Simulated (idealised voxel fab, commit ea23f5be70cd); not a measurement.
You're looking at the process module voxel wiring stack.
The cross-section on display is named cut; it measures 280 nm wide, and its cells are 5 nm squares.
In this document a cross-section is written as a grid of square cells. It is given as a series of bands, listed from the top down, and a band is one or more rows of cells. Read a band's entry like this: the first values are the height of its top and the height of its bottom in nm, and what follows is the sequence of materials from left to right, each with its width in nm. Note that "air" is empty space, and that a single material marked "throughout" reaches across the band from edge to edge. Beneath 0, the wafer as received is one material, and that level is where height counting begins. The lowest band goes on downward without a bottom; it is written like "0 down". It should be noted that a width expressed as "30->40" varies in equal increments from row to row of cells within the band, taking the value of the first number at the top row and that of the second number at the bottom row. Step marked "nothing was modified"? Then no cell in the cross-section changed in it. Under "Entrapped void list" you'll find the enclosed gaps, the ones with no way out to the top, that are 8 cells or bigger; each reads width x height at distance, with distance counted from the left edge, everything in nm. Step line, after settings: the simulator's comment on this step. When a step includes a mask, the "overlay nm" setting on its line states how far to the right of its planned place that mask lay, and negative values state how far to the left.
The following list gives the planned process steps:
1 RECEIVE [material Si]
2 CONFORMAL_DEP [material SiO2] [thk nm 10]
3 CONFORMAL_DEP [material SiN] [thk nm 5]
4 DIRECTIONAL_DEP [material lowk] [thk nm 15]
5 PATTERN [tone open] [mask id METAL_1] [material resist] [width nm 20] [pitch nm 35] [thk nm 15] [overlay nm 0]
6 DIRECTIONAL_ETCH [etch materials lowk] [depth nm 15]
7 DIRECTIONAL_ETCH [etch materials SiN] [depth nm 5]
8 STRIP [etch materials resist]
9 CONFORMAL_DEP [material TiN] [thk nm 5]
10 FILL_DEP [material Ru] [thk nm 5]
11 CMP [height nm 30]
12 CONFORMAL_DEP [material SiCN] [thk nm 5]
13 DIRECTIONAL_DEP [material lowk] [thk nm 30]
14 PATTERN [tone open] [mask id METAL_2_HOLES] [material resist] [width nm 15] [pitch nm 35] [thk nm 20] [overlay nm 0]
15 DIRECTIONAL_ETCH [etch materials lowk] [depth nm 30]
16 STRIP [etch materials resist]
17 DIRECTIONAL_DEP [material aC] [thk nm 10]
18 PATTERN [tone open] [mask id METAL_2] [material resist] [width nm 20] [pitch nm 35] [thk nm 30] [overlay nm 0]
19 DIRECTIONAL_ETCH [etch materials aC] [depth nm 10]
20 STRIP [etch materials resist]
21 DIRECTIONAL_ETCH [etch materials lowk] [depth nm 20]
22 DIRECTIONAL_ETCH [etch materials SiCN] [depth nm 5]
23 STRIP [etch materials aC]
24 CONFORMAL_DEP [material TiN] [thk nm 5]
25 FILL_DEP [material Cu] [thk nm 10]
26 CMP [height nm 65]
27 CONFORMAL_DEP [material SiCN] [thk nm 5]
28 DIRECTIONAL_DEP [material SiO2] [thk nm 15]
29 MASKED_ETCH [tone open] [mask id PLUG_2] [width nm 15] [pitch nm 35] [etch materials SiO2] [depth nm 15] [overlay nm 0]
30 MASKED_ETCH [tone open] [mask id PLUG_2] [width nm 15] [pitch nm 35] [etch materials SiCN] [depth nm 5] [overlay nm 0]
31 CONFORMAL_DEP [material TiN] [thk nm 5]
32 FILL_DEP [material W] [thk nm 5]
33 CMP [height nm 85]
34 CONFORMAL_DEP [material SiN] [thk nm 5]
35 DIRECTIONAL_DEP [material SiO2] [thk nm 15]
36 MASKED_ETCH [tone open] [mask id METAL_3] [width nm 20] [pitch nm 35] [etch materials SiO2] [depth nm 15] [overlay nm 0]
37 MASKED_ETCH [tone open] [mask id METAL_3] [width nm 20] [pitch nm 35] [etch materials SiN] [depth nm 5] [overlay nm 0]
38 CONFORMAL_DEP [material TiN] [thk nm 5]
39 FILL_DEP [material Ru] [thk nm 10]
40 CMP [height nm 105]
41 CONFORMAL_DEP [material SiCN] [thk nm 5]
42 DIRECTIONAL_DEP [material lowk] [thk nm 30]
43 MASKED_ETCH [tone open] [mask id METAL_4] [width nm 20] [pitch nm 35] [etch materials lowk] [depth nm 15] [overlay nm 0]
44 MASKED_ETCH [tone open] [mask id METAL_4_HOLES] [width nm 15] [pitch nm 70] [etch materials lowk] [depth nm 15] [overlay nm 0]
45 MASKED_ETCH [tone open] [mask id METAL_4_HOLES] [width nm 15] [pitch nm 70] [etch materials SiCN] [depth nm 5] [overlay nm 0]
46 CONFORMAL_DEP [material TiN] [thk nm 5]
47 FILL_DEP [material Ru] [thk nm 5]
48 CMP [height nm 140]
49 CONFORMAL_DEP [material SiN] [thk nm 5]
Where the wafers of this document differ is in the thk nm of step 12; they start out the same, and the plan states the value that applied to the first wafer.
The first of several wafers as received, shown in cross-section; this is its state after step 1:
    0 down  Si throughout
    Entrapped void list: none
Last step of the module is step 49; after it, the first of several wafers in cross-section:
    145 to 140  SiN throughout
    140 to 130  lowk (95)  TiN (5)  Ru (10)  TiN (5)  lowk (15)  TiN (5)  Ru (10)  TiN (5)  lowk (15)  TiN (5)  Ru (10)  TiN (5)  lowk (95)
    130 to 125  lowk (95)  TiN (5)  Ru (5)  TiN (10)  lowk (15)  TiN (20)  lowk (15)  TiN (5)  Ru (5)  TiN (10)  lowk (95)
    125 to 110  lowk (95)  TiN (5)  Ru (5)  TiN (5)  lowk (55)  TiN (5)  Ru (5)  TiN (5)  lowk (100)
    110 to 105  SiCN (95)  TiN (15)  SiCN (55)  TiN (15)  SiCN (100)
    105 to 90  SiO2 (95)  TiN (5)  Ru (10)  TiN (5)  SiO2 (15)  TiN (5)  Ru (10)  TiN (5)  SiO2 (15)  TiN (5)  Ru (10)  TiN (5)  SiO2 (95)
    90 to 85  SiN (95)  TiN (20)  SiN (15)  TiN (20)  SiN (15)  TiN (20)  SiN (95)
    85 to 70  SiO2 (95)  TiN (5)  W (5)  TiN (5)  SiO2 (20)  TiN (5)  W (5)  TiN (5)  SiO2 (20)  TiN (5)  W (5)  TiN (5)  SiO2 (100)
    70 to 65  SiCN (95)  TiN (15)  SiCN (20)  TiN (15)  SiCN (20)  TiN (15)  SiCN (100)
    65 to 50  lowk (95)  TiN (5)  Cu (10)  TiN (5)  lowk (15)  TiN (5)  Cu (10)  TiN (5)  lowk (15)  TiN (5)  Cu (10)  TiN (5)  lowk (95)
    50 to 45  lowk (95)  TiN (5)  Cu (5)  TiN (10)  lowk (15)  TiN (5)  Cu (5)  TiN (10)  lowk (15)  TiN (5)  Cu (5)  TiN (10)  lowk (95)
    45 to 35  lowk (95)  TiN (5)  Cu (5)  TiN (5)  lowk (20)  TiN (5)  Cu (5)  TiN (5)  lowk (20)  TiN (5)  Cu (5)  TiN (5)  lowk (100)
    35 to 30  SiCN (95)  TiN (15)  SiCN (20)  TiN (15)  SiCN (20)  TiN (15)  SiCN (100)
    30 to 15  lowk (95)  TiN (5)  Ru (10)  TiN (5)  lowk (15)  TiN (5)  Ru (10)  TiN (5)  lowk (15)  TiN (5)  Ru (10)  TiN (5)  lowk (95)
    15 to 10  SiN (95)  TiN (20)  SiN (15)  TiN (20)  SiN (15)  TiN (20)  SiN (95)
    10 to 0  SiO2 throughout
    0 down  Si throughout
    Entrapped void list: none
End of module, last wafer sectioned:
    145 to 140  SiN throughout
    140 to 130  lowk (95)  TiN (5)  Ru (10)  TiN (5)  lowk (15)  TiN (5)  Ru (10)  TiN (5)  lowk (15)  TiN (5)  Ru (10)  TiN (5)  lowk (95)
    130 to 125  lowk (95)  TiN (5)  Ru (5)  TiN (10)  lowk (15)  TiN (20)  lowk (15)  TiN (5)  Ru (5)  TiN (10)  lowk (95)
    125 to 110  lowk (95)  TiN (5)  Ru (5)  TiN (5)  lowk (55)  TiN (5)  Ru (5)  TiN (5)  lowk (100)
    110 to 105  SiCN (95)  TiN (15)  SiCN (55)  TiN (15)  SiCN (100)
    105 to 90  SiO2 (95)  TiN (5)  Ru (10)  TiN (5)  SiO2 (15)  TiN (5)  Ru (10)  TiN (5)  SiO2 (15)  TiN (5)  Ru (10)  TiN (5)  SiO2 (95)
    90 to 85  SiN (95)  TiN (20)  SiN (15)  TiN (20)  SiN (15)  TiN (20)  SiN (95)
    85 to 70  SiO2 (95)  TiN (5)  W (5)  TiN (5)  SiO2 (20)  TiN (5)  W (5)  TiN (5)  SiO2 (20)  TiN (5)  W (5)  TiN (5)  SiO2 (100)
    70 to 65  SiCN (95)  TiN (15)  SiCN (20)  TiN (15)  SiCN (20)  TiN (15)  SiCN (100)
    65 to 60  lowk (95)  TiN (5)  Cu (5)  TiN (10)  lowk (15)  TiN (5)  Cu (5)  TiN (10)  lowk (15)  TiN (5)  Cu (5)  TiN (10)  lowk (95)
    60 to 50  lowk (95)  TiN (5)  Cu (5)  TiN (5)  lowk (20)  TiN (5)  Cu (5)  TiN (5)  lowk (20)  TiN (5)  Cu (5)  TiN (5)  lowk (100)
    50 to 45  SiCN (95)  TiN (15)  SiCN (20)  TiN (15)  SiCN (20)  TiN (15)  SiCN (100)
    45 to 30  SiCN throughout
    30 to 15  lowk (95)  TiN (5)  Ru (10)  TiN (5)  lowk (15)  TiN (5)  Ru (10)  TiN (5)  lowk (15)  TiN (5)  Ru (10)  TiN (5)  lowk (95)
    15 to 10  SiN (95)  TiN (20)  SiN (15)  TiN (20)  SiN (15)  TiN (20)  SiN (95)
    10 to 0  SiO2 throughout
    0 down  Si throughout
    Entrapped void list: none
Per wafer (row), end of module: delta in cells per material since receipt, (+) for gained, (-) for lost; closed voids after that:
thk nm 5; +27 Cu; +56 Ru; +144 SiCN; +144 SiN; +385 SiO2; +175 TiN; +9 W; +684 lowk; Entrapped void list: none
thk nm 10; +21 Cu; +56 Ru; +200 SiCN; +144 SiN; +385 SiO2; +169 TiN; +9 W; +640 lowk; Entrapped void list: none
thk nm 15; +15 Cu; +56 Ru; +256 SiCN; +144 SiN; +385 SiO2; +163 TiN; +9 W; +596 lowk; Entrapped void list: none
thk nm 20; +9 Cu; +56 Ru; +312 SiCN; +144 SiN; +385 SiO2; +157 TiN; +9 W; +552 lowk; Entrapped void list: none
